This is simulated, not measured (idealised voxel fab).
The document below concerns the process module designated voxel self aligned vias.
The figure presents cross-section cut, which has a width of 295 nm and is divided into square cells with an edge length of 5 nm.
Throughout this document, each cross-section is represented as a grid of square cells and is presented as a sequence of bands enumerated from the top downward, where a band comprises one or more rows of cells. First you get the band's top height and its bottom height, in nm, and then the materials it's made of, left to right, with each width in nm. If you see a single material with "throughout", that one covers the band edge to edge. "empty" is empty space. Ref level 0: as-received wafer is one material below here. Bottom band extends down with no lower bound ("0 nm and below"). Per-row width for "30->40": begins at first number (top row of band), ends at second number (bottom row), increment between rows held constant. "nothing was modified" (step): cross-section cells unchanged, all of them. For the entry "Sealed void listing", the listed items are empty spaces with no open way to the top whose size is 8 cells or more; each item follows the pattern width x height at distance, where distance is from the left edge and all three are in nm. It should be noted that, on the line of a given step, the content following the step's settings is a remark produced by the simulator itself with respect to that step. Steps that use a mask can have "overlay nm" on their line. It says how far the mask sat to the right of where it was meant to be. Negative means to the left.
Steps in the process plan
1 op RECEIVE | material Si
2 op CONFORMAL_DEP | material SiO2 | thk nm 10
3 op CONFORMAL_DEP | material SiCN | thk nm 5
4 op DIRECTIONAL_DEP | material SiO2 | thk nm 20
5 op MASKED_ETCH | tone open | mask id LINES | width nm 25 | pitch nm 55 | etch materials SiO2 | depth nm 20 | overlay nm 0
6 op CONFORMAL_DEP | material TiN | thk nm 5
7 op FILL_DEP | material Ru | thk nm 5
8 op CMP | height nm 35
9 op SELECTIVE_ETCH | etch materials W Ru TiN | depth nm 5
10 op FILL_DEP | material SiN | thk nm 10
11 op CMP | height nm 35
12 op DIRECTIONAL_DEP | material SiO2 | thk nm 15
13 op DIRECTIONAL_DEP | material aC | thk nm 15
14 op PATTERN | tone open | mask id VIAS | material resist | width nm 35 | pitch nm 55 | thk nm 35 | overlay nm 0
15 op DIRECTIONAL_ETCH | etch materials aC | depth nm 15
16 op STRIP | etch materials resist
17 op DIRECTIONAL_ETCH | etch materials SiO2 | depth nm 15
18 op DIRECTIONAL_ETCH | etch materials SiN | depth nm 5
19 op STRIP | etch materials aC
20 op CONFORMAL_DEP | material TiN | thk nm 5
21 op FILL_DEP | material Ru | thk nm 10
22 op CMP | height nm 50
23 op CONFORMAL_DEP | material SiN | thk nm 5
As-received state of the wafer in cross-section, equivalent to post-step 1
  0 nm and below | Si throughout
  Sealed void listing: none
Run as planned - first of the two wafers cross-sectioned at the end of the module
  55 nm to 50 nm | SiN throughout
  50 nm to 40 nm | SiO2 100 | TiN 5 | Ru 25 | TiN 5 | SiO2 20 | TiN 5 | Ru 25 | TiN 5 | SiO2 105
  40 nm to 35 nm | SiO2 100 | TiN 10 | Ru 15 | TiN 10 | SiO2 20 | TiN 10 | Ru 15 | TiN 10 | SiO2 105
  35 nm to 30 nm | SiO2 105 | TiN 25 | SiO2 30 | TiN 25 | SiO2 110
  30 nm to 20 nm | SiO2 105 | TiN 5 | Ru 15 | TiN 5 | SiO2 30 | TiN 5 | Ru 15 | TiN 5 | SiO2 110
  20 nm to 15 nm | SiO2 105 | TiN 25 | SiO2 30 | TiN 25 | SiO2 110
  15 nm to 10 nm | SiCN throughout
  10 nm to 0 nm | SiO2 throughout
  0 nm and below | Si throughout
  Sealed void listing: none
End-of-module cross-section of the second wafer: identical starting point and process plan to the first, with one processing mistake
  55 nm to 50 nm | SiN throughout
  50 nm to 35 nm | SiO2 100 | TiN 5 | Ru 25 | TiN 5 | SiO2 20 | TiN 5 | Ru 25 | TiN 5 | SiO2 105
  35 nm to 30 nm | SiN 100 | TiN 35 | SiN 20 | TiN 35 | SiN 105
  30 nm to 25 nm | TiN 110 | Ru 15 | TiN 40 | Ru 15 | TiN 115
  25 nm to 20 nm | SiO2 105 | TiN 5 | Ru 15 | TiN 5 | SiO2 30 | TiN 5 | Ru 15 | TiN 5 | SiO2 110
  20 nm to 15 nm | SiO2 105 | TiN 25 | SiO2 30 | TiN 25 | SiO2 110
  15 nm to 10 nm | SiCN throughout
  10 nm to 0 nm | SiO2 throughout
  0 nm and below | Si throughout
  Sealed void listing: none
Nonconformance to the process plan: heads up, step 4 didn't go per plan, it actually ran as op DIRECTIONAL_DEP | material SiO2 | thk nm 10
Upon completion, the second wafer contains, in terms of cells, a greater or smaller amount of certain materials than the first wafer: +4 Ru | +45 SiN | -98 SiO2 | +49 TiN
